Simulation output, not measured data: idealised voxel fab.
Name of the process module below: voxel self aligned contacts
Cross-section cut: width 220 nm, square cells of 5 nm.
Each cross-section below is a grid of square cells, stated as bands in top-down order, with one or more rows of cells making up each band. Basically the band line says how high the top is and how high the bottom is, in nm, and then what's in it from left to right, every material with its width in nm. Empty space shows up as "empty", and if a single material carries "all across" it runs the full band edge to edge. Heights from 0 (as-received wafer is one material below). Bottom band endless downward, as "0 nm and below". Width spec "30 to 40" -> top row of cells at first value, bottom row at second value, equal per-row change in between. "nothing got changed" -> step changed no cross-section cell. "Closed internal cavities" contains a list of empty spaces, each no smaller than 8 cells and without an open way to the top, written in the form width x height at distance with the distance from the left edge and all three in nm. If you see something after the settings on a step's line, that's the simulator's own remark about that step. overlay nm, on a step with a mask: how far to the right of its planned place the mask lay; to the left if negative.
INTENDED PROCESS STEPS
- 1: RECEIVE: material Si
- 2: CONFORMAL_DEP: material SiO2, thk nm 5
- 3: DIRECTIONAL_DEP: material polySi, thk nm 25
- 4: DIRECTIONAL_DEP: material SiN, thk nm 15
- 5: MASKED_ETCH: tone cover, mask id GATE, width nm 25, pitch nm 70, etch materials SiN, depth nm 15, overlay nm 0
- 6: MASKED_ETCH: tone cover, mask id GATE, width nm 35, pitch nm 70, etch materials polySi, depth nm 25, overlay nm 0
- 7: CONFORMAL_DEP: material SiN, thk nm 5
- 8: DIRECTIONAL_ETCH: etch materials SiN, depth nm 5
- 9: FILL_DEP: material SiO2, thk nm 10
- 10: CMP: height nm 50
- 11: PATTERN: tone open, mask id CONTACT, material resist, width nm 45, thk nm 15, overlay nm 0
- 12: DIRECTIONAL_ETCH: etch materials SiO2, depth nm 50
- 13: STRIP: etch materials resist
- 14: CONFORMAL_DEP: material TiN, thk nm 5
- 15: FILL_DEP: material Ru, thk nm 10
- 16: CMP: height nm 50
- 17: CONFORMAL_DEP: material SiN, thk nm 5
Keep in mind the plan's value for the width nm of step 5 comes from the first wafer; the wafers don't share that setting, but they do share the same starting point.
CROSS-SECTION OF THE FIRST OF SEVERAL WAFERS AS RECEIVED (AFTER STEP 1)
0 nm and below: Si all across
Closed internal cavities: none
ROW PER WAFER, END-OF-MODULE: CELL GAIN (+)/LOSS (-) BY MATERIAL SINCE THE WAFER CAME IN, THEN CLOSED VOIDS
width nm 25; +33 Ru; +106 SiN; +248 SiO2; +27 TiN; +70 polySi; Closed internal cavities: none
width nm 30; +30 Ru; +112 SiN; +245 SiO2; +27 TiN; +70 polySi; Closed internal cavities: none
width nm 35; +27 Ru; +118 SiN; +242 SiO2; +27 TiN; +70 polySi; Closed internal cavities: none
width nm 40; +18 Ru; +124 SiN; +235 SiO2; +27 TiN; +80 polySi; Closed internal cavities: none
width nm 45; +9 Ru; +130 SiN; +228 SiO2; +27 TiN; +90 polySi; Closed internal cavities: none
width nm 50; +136 SiN; +221 SiO2; +27 TiN; +100 polySi; Closed internal cavities: none
